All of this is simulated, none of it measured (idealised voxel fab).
Process module, titled voxel trench capacitor
Xsec cut, 145 nm wide, square cell size 5 nm.
When this document writes out a cross-section, it uses a grid of square cells and lists it as bands, beginning at the top and moving down, with a band standing for one or more rows of cells. Band: top height; bottom height; in nm. Then, left to right: material with width in nm, for each material. "full width": a single material spanning edge to edge. "empty": empty space. Counting heights begins at 0, where everything beneath is, in the wafer as received, one material. The lowest band has no bottom; it goes on downwards, as "0..down" shows. So if you see something like "30 to 40" for the width, read it as the top row of the band sitting at the first number and the bottom row at the second, with every row in between moving by the same amount as the last. Take "no alterations made" at face value: in the step it is given for, the cross-section changed in none of its cells. Basically, "Voids lacking openings" tells you about the enclosed voids: empty spaces with no open way to the top, 8 cells or bigger, each written width x height at distance, where distance is from the left edge, all in nm. Whatever follows a step's settings on its line is a remark the simulator itself makes about that step. overlay nm: step with mask; distance mask lay right of planned place; negative value = left of planned place.

# The planned process steps are enumerated hereunder
1 RECEIVE [material Si]
2 CONFORMAL_DEP [material SiN] [thk nm 10]
3 MASKED_ETCH [tone open] [mask id TRENCH] [width nm 30] [pitch nm 45] [etch materials SiN] [depth nm 10] [overlay nm 0]
4 MASKED_ETCH [tone open] [mask id TRENCH] [width nm 30] [pitch nm 45] [etch materials Si] [depth nm 40] [overlay nm 0]
5 CONFORMAL_DEP [material HfO2] [thk nm 5]
6 CONFORMAL_DEP [material TiN] [thk nm 5]
7 FILL_DEP [material W] [thk nm 10]
8 CMP [height nm 10]

# Cross-section of the wafer upon arrival, representing the state reached after step 1
0..down | Si full width
Voids lacking openings: none

# The module was run from the start shown above using the plan shown above, but one mistake was made doing it; the resulting wafer cross-section is below
10..0 | SiN 30 nm  HfO2 5 to 10 nm  TiN 10 to 5 nm  W 5 nm  TiN 5 nm  HfO2 5 nm  SiN 15 nm  HfO2 5 to 10 nm  TiN 10 to 5 nm  W 5 nm  TiN 5 nm  HfO2 5 nm  SiN 40 nm
0..-30 | Si 35 nm  HfO2 5 nm  TiN 5 nm  W 5 nm  TiN 5 nm  HfO2 5 nm  Si 20 nm  HfO2 5 nm  TiN 5 nm  W 5 nm  TiN 5 nm  HfO2 5 nm  Si 40 nm
-30..-35 | Si 35 nm  HfO2 5 nm  TiN 15 nm  HfO2 5 nm  Si 20 nm  HfO2 5 nm  TiN 15 nm  HfO2 5 nm  Si 40 nm
-35..-40 | Si 35 nm  HfO2 25 nm  Si 20 nm  HfO2 25 nm  Si 40 nm
-40..down | Si full width
Voids lacking openings: none
Against the plan, the run slipped here: note that step 3 departed from the planned setting and was carried out as MASKED_ETCH [tone open] [mask id TRENCH] [width nm 30] [pitch nm 45] [etch materials SiN] [depth nm 10] [overlay nm -5]
